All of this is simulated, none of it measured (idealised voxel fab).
You're looking at the process module voxel tone inversion.
FYI the section here is cut, 155 nm wide, cells are 5 nm squares.
This document writes a cross-section as a grid whose cells are square, and gives it as bands, listed from the top down; one or more rows of cells form a band. Each band's line starts with the height of the band's top and of its bottom, in nm. Then come its materials from left to right, each with its width in nm. One material with "edge to edge" fills the band from edge to edge. "blank" is empty space. The reference from which all heights are counted is 0, the level beneath which the as-received wafer is entirely one material; the lowest band, having no lower bound, proceeds downward and is written after the example "0 down". Per-row width for "30 to 40": begins at first number (top row of band), ends at second number (bottom row), increment between rows held constant. Given "everything unchanged" for a step, no cell of the cross-section differs between before and after that step. The list in "Fully sealed voids" covers empty spaces of 8 cells or more that cannot reach the top through any open way, and it gives each as width x height at distance; the distance is from the left edge, and width, height and distance are in nm. Step line, after settings: the simulator's comment on this step. The "overlay nm" setting may appear on a step's line; for a step that uses a mask, it gives how far to the right of its planned position the mask lay, and a negative value indicates the left.
List of planned process steps
1: RECEIVE,material Si
2: CONFORMAL_DEP,material SiCN,thk nm 10
3: DIRECTIONAL_DEP,material aC,thk nm 25
4: PATTERN,tone cover,mask id POSTS,material resist,width nm 20,pitch nm 40,thk nm 30,overlay nm 0
5: DIRECTIONAL_ETCH,etch materials aC,depth nm 25
6: STRIP,etch materials resist
7: FILL_DEP,material lowk,thk nm 5
8: CMP,height nm 35
9: STRIP,etch materials aC
Wafer cross-section on receipt, i.e. after step 1
0 down | Si edge to edge
Fully sealed voids: none
Module complete - cross-section of the first of two wafers, run according to plan
35 to 10 | lowk (25)  blank (20)  lowk (20)  blank (20)  lowk (20)  blank (20)  lowk (30)
10 to 0 | SiCN edge to edge
0 down | Si edge to edge
Fully sealed voids: none
Second wafer of the two, sectioned at the end of the module. It began like the first and followed the same plan, but one mistake was made while running it
35 to 10 | blank (25)  lowk (20)  blank (20)  lowk (20)  blank (20)  lowk (20)  blank (30)
10 to 0 | SiCN edge to edge
0 down | Si edge to edge
Fully sealed voids: none
Deviation from plan: step 4 changed vs plan, executed as PATTERN,tone open,mask id POSTS,material resist,width nm 20,pitch nm 40,thk nm 30,overlay nm 0
Final comparison by cell count, materials where the second wafer has more or fewer than the first: lowk -35
